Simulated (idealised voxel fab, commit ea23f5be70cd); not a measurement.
Presented below is a process module, voxel transistor to metal.
Pictured: cross-section cut, 165 nm wide, on a grid of 5 nm square cells.
A cross-section is a grid of square cells, given in bands from the top down. A band is one or more rows of cells. Read a band's entry like this: the first values are the height of its top and the height of its bottom in nm, and what follows is the sequence of materials from left to right, each with its width in nm. Note that "blank" is empty space, and that a single material marked "all across" reaches across the band from edge to edge. A quick word on heights: they are counted from 0, and under that level the wafer as it came to us is one material throughout. The lowest band is different from the rest in having no bottom; it simply continues downward, written as in "0 -> down". It should be noted that a width expressed as "30..40" varies in equal increments from row to row of cells within the band, taking the value of the first number at the top row and that of the second number at the bottom row. "no modification" -> step changed no cross-section cell. If an empty space has no open way to the top and is at least 8 cells in size, "Enclosed internal voids" lists it, written width x height at distance, where distance is measured from the left edge and every value is in nm. On each step's line, the part that comes after the settings is the simulator's own comment on the step. overlay nm: step with mask; distance mask lay right of planned place; negative value = left of planned place.
The steps planned for the process are as follows
step 1: RECEIVE, material Si
step 2: OXIDIZE, depth nm 5
step 3: CONFORMAL_DEP, material SiN, thk nm 15
step 4: DIRECTIONAL_DEP, material aC, thk nm 10
step 5: PATTERN, tone cover, mask id ACTIVE, material resist, width nm 115, thk nm 25, overlay nm 0
step 6: DIRECTIONAL_ETCH, etch materials aC, depth nm 10
step 7: STRIP, etch materials resist
step 8: DIRECTIONAL_ETCH, etch materials SiN, depth nm 15
step 9: DIRECTIONAL_ETCH, etch materials SiO2, depth nm 5
step 10: DIRECTIONAL_ETCH, etch materials Si, depth nm 25
step 11: STRIP, etch materials aC
step 12: OXIDIZE, depth nm 5
step 13: FILL_DEP, material SiO2, thk nm 15
step 14: CMP, height nm 15
step 15: SELECTIVE_ETCH, etch materials SiO2, depth nm 5
step 16: STRIP, etch materials SiN
step 17: SELECTIVE_ETCH, etch materials SiO2, depth nm 5
step 18: OXIDIZE, depth nm 5
step 19: DIRECTIONAL_DEP, material polySi, thk nm 25
step 20: DIRECTIONAL_DEP, material SiCN, thk nm 15
step 21: PATTERN, tone cover, mask id GATE, material resist, width nm 35, thk nm 20, overlay nm 0
step 22: DIRECTIONAL_ETCH, etch materials SiCN, depth nm 25
step 23: DIRECTIONAL_ETCH, etch materials polySi, depth nm 35
step 24: STRIP, etch materials resist
step 25: CONFORMAL_DEP, material SiN, thk nm 5
step 26: DIRECTIONAL_ETCH, etch materials SiN, depth nm 5
step 27: DIRECTIONAL_ETCH, etch materials SiO2, depth nm 5
step 28: DIRECTIONAL_ETCH, etch materials Si, depth nm 15
step 29: EPI, material pSi, thk nm 15
step 30: FILL_DEP, material SiO2, thk nm 10
step 31: CMP, height nm 20
step 32: STRIP, etch materials polySi
step 33: SELECTIVE_ETCH, etch materials SiO2, depth nm 5
step 34: CONFORMAL_DEP, material HfO2, thk nm 5
step 35: CONFORMAL_DEP, material TiN, thk nm 5
step 36: FILL_DEP, material W, thk nm 5
step 37: CMP, height nm 15
step 38: DIRECTIONAL_DEP, material SiO2, thk nm 15
step 39: DIRECTIONAL_DEP, material aC, thk nm 15
step 40: PATTERN, tone open, mask id CONTACT, material resist, width nm 15, pitch nm 80, thk nm 35, overlay nm 0
step 41: DIRECTIONAL_ETCH, etch materials aC, depth nm 15
step 42: STRIP, etch materials resist
step 43: DIRECTIONAL_ETCH, etch materials SiO2, depth nm 40
step 44: STRIP, etch materials aC
step 45: CONFORMAL_DEP, material TiN, thk nm 5
step 46: FILL_DEP, material W, thk nm 10
step 47: CMP, height nm 30
step 48: CONFORMAL_DEP, material SiCN, thk nm 5
step 49: DIRECTIONAL_DEP, material lowk, thk nm 20
step 50: PATTERN, tone open, mask id METAL_1, material resist, width nm 15, pitch nm 80, thk nm 15, overlay nm 0
step 51: DIRECTIONAL_ETCH, etch materials lowk, depth nm 20
step 52: DIRECTIONAL_ETCH, etch materials SiCN, depth nm 5
step 53: STRIP, etch materials resist
step 54: CONFORMAL_DEP, material TiN, thk nm 5
step 55: FILL_DEP, material Cu, thk nm 5
step 56: CMP, height nm 55
step 57: CONFORMAL_DEP, material SiCN, thk nm 5
step 58: DIRECTIONAL_DEP, material SiO2, thk nm 35
step 59: PATTERN, tone open, mask id METAL_2, material resist, width nm 15, pitch nm 80, thk nm 20, overlay nm 0
step 60: DIRECTIONAL_ETCH, etch materials SiO2, depth nm 20
step 61: STRIP, etch materials resist
step 62: MASKED_ETCH, tone open, mask id METAL_2_HOLES, width nm 15, pitch nm 80, etch materials SiO2, depth nm 15, overlay nm 0
step 63: MASKED_ETCH, tone open, mask id METAL_2_HOLES, width nm 15, pitch nm 80, etch materials SiCN, depth nm 5, overlay nm 0
step 64: CONFORMAL_DEP, material TiN, thk nm 5
step 65: FILL_DEP, material Ru, thk nm 10
step 66: CMP, height nm 95
step 67: CONFORMAL_DEP, material SiCN, thk nm 5
Incoming wafer, cross-sectional view, post step 1
- 0 -> down | Si all across
- Enclosed internal voids: none
Here's the cross-section of the first of our two wafers at the end of the module - it ran as planned
- 100 -> 95 | SiCN all across
- 95 -> 60 | SiO2 35 nm; TiN 5 nm; Ru 5 nm; TiN 5 nm; SiO2 65 nm; TiN 5 nm; Ru 5 nm; TiN 5 nm; SiO2 35 nm
- 60 -> 55 | SiCN 35 nm; TiN 15 nm; SiCN 65 nm; TiN 15 nm; SiCN 35 nm
- 55 -> 35 | lowk 35 nm; TiN 5 nm; Cu 5 nm; TiN 5 nm; lowk 65 nm; TiN 5 nm; Cu 5 nm; TiN 5 nm; lowk 35 nm
- 35 -> 30 | SiCN 35 nm; TiN 15 nm; SiCN 65 nm; TiN 15 nm; SiCN 35 nm
- 30 -> 15 | SiO2 35 nm; TiN 5 nm; W 5 nm; TiN 5 nm; SiO2 65 nm; TiN 5 nm; W 5 nm; TiN 5 nm; SiO2 35 nm
- 15 -> 10 | SiO2 35 nm; TiN 5 nm; W 5 nm; TiN 5 nm; SiO2 10 nm; SiN 5 nm; HfO2 5 nm; TiN 5 nm; W 15 nm; TiN 5 nm; HfO2 5 nm; SiN 5 nm; SiO2 10 nm; TiN 5 nm; W 5 nm; TiN 5 nm; SiO2 35 nm
- 10 -> 5 | SiO2 35 nm; TiN 15 nm; SiO2 10 nm; SiN 5 nm; HfO2 5 nm; TiN 5 nm; W 15 nm; TiN 5 nm; HfO2 5 nm; SiN 5 nm; SiO2 10 nm; TiN 15 nm; SiO2 35 nm
- 5 -> 0 | SiO2 20 nm; SiN 5 nm; SiO2 10 nm; TiN 10 nm; pSi 15 nm; SiN 5 nm; HfO2 5 nm; TiN 5 nm; W 15 nm; TiN 5 nm; HfO2 5 nm; SiN 5 nm; pSi 15 nm; TiN 10 nm; SiO2 10 nm; SiN 5 nm; SiO2 20 nm
- 0 -> -5 | SiO2 20 nm; SiN 5 nm; SiO2 10 nm; TiN 10 nm; pSi 15 nm; SiN 5 nm; HfO2 5 nm; TiN 25 nm; HfO2 5 nm; SiN 5 nm; pSi 15 nm; TiN 10 nm; SiO2 10 nm; SiN 5 nm; SiO2 20 nm
- -5 -> -10 | SiO2 35 nm; TiN 10 nm; pSi 15 nm; HfO2 45 nm; pSi 15 nm; TiN 10 nm; SiO2 35 nm
- -10 -> -25 | SiO2 30 nm; pSi 30 nm; Si 45 nm; pSi 30 nm; SiO2 30 nm
- -25 -> -35 | SiO2 30 nm; Si 105 nm; SiO2 30 nm
- -35 -> down | Si all across
- Enclosed internal voids: none
Second wafer at the end: like start, like plan, one mistake
- 100 -> 95 | SiCN all across
- 95 -> 65 | SiO2 35 nm; TiN 5 nm; Ru 5 nm; TiN 5 nm; SiO2 65 nm; TiN 5 nm; Ru 5 nm; TiN 5 nm; SiO2 35 nm
- 65 -> 60 | SiO2 35 nm; TiN 15 nm; SiO2 65 nm; TiN 15 nm; SiO2 35 nm
- 60 -> 55 | SiCN 45 nm; TiN 5 nm; SiCN 75 nm; TiN 5 nm; SiCN 35 nm
- 55 -> 35 | lowk 35 nm; TiN 5 nm; Cu 5 nm; TiN 5 nm; lowk 65 nm; TiN 5 nm; Cu 5 nm; TiN 5 nm; lowk 35 nm
- 35 -> 30 | SiCN 35 nm; TiN 15 nm; SiCN 65 nm; TiN 15 nm; SiCN 35 nm
- 30 -> 15 | SiO2 35 nm; TiN 5 nm; W 5 nm; TiN 5 nm; SiO2 65 nm; TiN 5 nm; W 5 nm; TiN 5 nm; SiO2 35 nm
- 15 -> 10 | SiO2 35 nm; TiN 5 nm; W 5 nm; TiN 5 nm; SiO2 10 nm; SiN 5 nm; HfO2 5 nm; TiN 5 nm; W 15 nm; TiN 5 nm; HfO2 5 nm; SiN 5 nm; SiO2 10 nm; TiN 5 nm; W 5 nm; TiN 5 nm; SiO2 35 nm
- 10 -> 5 | SiO2 35 nm; TiN 15 nm; SiO2 10 nm; SiN 5 nm; HfO2 5 nm; TiN 5 nm; W 15 nm; TiN 5 nm; HfO2 5 nm; SiN 5 nm; SiO2 10 nm; TiN 15 nm; SiO2 35 nm
- 5 -> 0 | SiO2 20 nm; SiN 5 nm; SiO2 10 nm; TiN 10 nm; pSi 15 nm; SiN 5 nm; HfO2 5 nm; TiN 5 nm; W 15 nm; TiN 5 nm; HfO2 5 nm; SiN 5 nm; pSi 15 nm; TiN 10 nm; SiO2 10 nm; SiN 5 nm; SiO2 20 nm
- 0 -> -5 | SiO2 20 nm; SiN 5 nm; SiO2 10 nm; TiN 10 nm; pSi 15 nm; SiN 5 nm; HfO2 5 nm; TiN 25 nm; HfO2 5 nm; SiN 5 nm; pSi 15 nm; TiN 10 nm; SiO2 10 nm; SiN 5 nm; SiO2 20 nm
- -5 -> -10 | SiO2 35 nm; TiN 10 nm; pSi 15 nm; HfO2 45 nm; pSi 15 nm; TiN 10 nm; SiO2 35 nm
- -10 -> -25 | SiO2 30 nm; pSi 30 nm; Si 45 nm; pSi 30 nm; SiO2 30 nm
- -25 -> -35 | SiO2 30 nm; Si 105 nm; SiO2 30 nm
- -35 -> down | Si all across
- Enclosed internal voids: none
What broke from the plan during processing? for step 63, the planned setting was not used; the step was instead run as MASKED_ETCH, tone open, mask id METAL_2_HOLES, width nm 15, pitch nm 80, etch materials SiCN, depth nm 5, overlay nm 10
End check, counted in cells, second wafer has more or fewer of these materials than the first: -2 Ru, +4 SiCN, -2 TiN
